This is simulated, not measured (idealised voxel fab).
Name of the process module below: voxel tone inversion
Square cell edge 5 nm, section width 150 nm, ID cut.
Reading order for cross-sections: top band down to bottom band. Underlying form: a grid of square cells. Band size: one or more rows of cells. The entry gives the band's vertical extent as a top height and a bottom height in nm, then its horizontal make-up as materials from left to right, each with a width in nm. "empty" stands for empty space; a single material marked "everywhere" fills the band edge to edge. The reference from which all heights are counted is 0, the level beneath which the as-received wafer is entirely one material; the lowest band, having no lower bound, proceeds downward and is written after the example "0..down". Note: "30->40" means the width goes from the first number (top row of the band) to the second number (bottom row) in equal steps per row of cells. Reading "nothing different" for a step: not a cell of the cross-section changed in it. Enclosed voids (no open way to top), threshold 8 cells or more, entry "Closed internal voids", notation width x height at distance, distance from left edge, nm. That trailing text on a step's line, after the settings, is the simulator's own remark on the step. For masked steps, "overlay nm" on the step line gives how far right of plan the mask actually lay; a minus sign means it lay to the left.
### List of planned process steps
1) op RECEIVE | material Si
2) op CONFORMAL_DEP | material SiCN | thk nm 5
3) op DIRECTIONAL_DEP | material polySi | thk nm 20
4) op PATTERN | tone cover | mask id POSTS | material resist | width nm 15 | pitch nm 30 | thk nm 25 | overlay nm 0
5) op DIRECTIONAL_ETCH | etch materials polySi | depth nm 20
6) op STRIP | etch materials resist
7) op FILL_DEP | material lowk | thk nm 10
8) op CMP | height nm 25
9) op STRIP | etch materials polySi
10) op CONFORMAL_DEP | material TiN | thk nm 5
11) op FILL_DEP | material W | thk nm 5
12) op CMP | height nm 25
13) op CONFORMAL_DEP | material SiCN | thk nm 5
### The first of two wafers, run as planned
### Wafer cross-section on receipt, i.e. after step 1
0..down | Si everywhere
Closed internal voids: none
### The following cross-section depicts the wafer upon completion of step 2
5..0 | SiCN everywhere
Everything below 0 is unchanged.
### The following cross-section depicts the wafer upon completion of step 3
25..5 | polySi everywhere
Everything below 5 is unchanged.
### The following cross-section depicts the wafer upon completion of step 4
50..25 | empty=50  resist=15  empty=15  resist=15  empty=55
Everything below 25 is unchanged.
### The following cross-section depicts the wafer upon completion of step 5
50..25 | empty=50  resist=15  empty=15  resist=15  empty=55
25..5 | empty=50  polySi=15  empty=15  polySi=15  empty=55
Everything below 5 is unchanged.
### The following cross-section depicts the wafer upon completion of step 6
25..5 | empty=50  polySi=15  empty=15  polySi=15  empty=55
Everything below 5 is unchanged.
### The following cross-section depicts the wafer upon completion of step 7
35..25 | lowk everywhere
25..5 | lowk=50  polySi=15  lowk=15  polySi=15  lowk=55
Everything below 5 is unchanged.
### The following cross-section depicts the wafer upon completion of step 8
25..5 | lowk=50  polySi=15  lowk=15  polySi=15  lowk=55
Everything below 5 is unchanged.
### The following cross-section depicts the wafer upon completion of step 9
25..5 | lowk=50  empty=15  lowk=15  empty=15  lowk=55
Everything below 5 is unchanged.
### The following cross-section depicts the wafer upon completion of step 10
30..25 | TiN=55  empty=5  TiN=25  empty=5  TiN=60
25..10 | lowk=50  TiN=5  empty=5  TiN=5  lowk=15  TiN=5  empty=5  TiN=5  lowk=55
10..5 | lowk=50  TiN=15  lowk=15  TiN=15  lowk=55
Everything below 5 is unchanged.
### The following cross-section depicts the wafer upon completion of step 11
35..30 | W everywhere
30..25 | TiN=55  W=5  TiN=25  W=5  TiN=60
25..10 | lowk=50  TiN=5  W=5  TiN=5  lowk=15  TiN=5  W=5  TiN=5  lowk=55
Everything below 10 is unchanged.
### The following cross-section depicts the wafer upon completion of step 12
25..10 | lowk=50  TiN=5  W=5  TiN=5  lowk=15  TiN=5  W=5  TiN=5  lowk=55
Everything below 10 is unchanged.
### The following cross-section depicts the wafer upon completion of step 13
30..25 | SiCN everywhere
Everything below 25 is unchanged.
### The second wafer: identical to the first at the outset and in its planned sequence, differing only in that one mistake was made during processing; up to and including step 4, its path is the first wafer's path
### Cross-section, second wafer, at the end time the plan gives for step 5
50..25 | empty=50  resist=15  empty=15  resist=15  empty=55
25..5 | empty=50  polySi=15  empty=15  polySi=15  empty=55
Everything below 5 is unchanged.
### Cross-section, second wafer, at the end time the plan gives for step 6
25..5 | empty=50  polySi=15  empty=15  polySi=15  empty=55
Everything below 5 is unchanged.
### Cross-section, second wafer, at the end time the plan gives for step 7
35..25 | lowk everywhere
25..5 | lowk=50  polySi=15  lowk=15  polySi=15  lowk=55
Everything below 5 is unchanged.
### Cross-section, second wafer, at the end time the plan gives for step 8
25..5 | lowk=50  polySi=15  lowk=15  polySi=15  lowk=55
Everything below 5 is unchanged.
### Cross-section, second wafer, at the end time the plan gives for step 9
25..5 | lowk=50  empty=15  lowk=15  empty=15  lowk=55
Everything below 5 is unchanged.
### Cross-section, second wafer, at the end time the plan gives for step 10
30..25 | TiN=55  empty=5  TiN=25  empty=5  TiN=60
25..10 | lowk=50  TiN=5  empty=5  TiN=5  lowk=15  TiN=5  empty=5  TiN=5  lowk=55
10..5 | lowk=50  TiN=15  lowk=15  TiN=15  lowk=55
Everything below 5 is unchanged.
### Cross-section, second wafer, at the end time the plan gives for step 11
35..30 | W everywhere
30..25 | TiN=55  W=5  TiN=25  W=5  TiN=60
25..10 | lowk=50  TiN=5  W=5  TiN=5  lowk=15  TiN=5  W=5  TiN=5  lowk=55
Everything below 10 is unchanged.
### Cross-section, second wafer, at the end time the plan gives for step 12
25..10 | lowk=50  TiN=5  W=5  TiN=5  lowk=15  TiN=5  W=5  TiN=5  lowk=55
Everything below 10 is unchanged.
### Cross-section, second wafer, at the end time the plan gives for step 13
30..25 | SiCN everywhere
Everything below 25 is unchanged.
So what did we get wrong on this run? step 5 of the plan saw execution twice
at the end the two cross-sections are the same: no effect in what this model computes
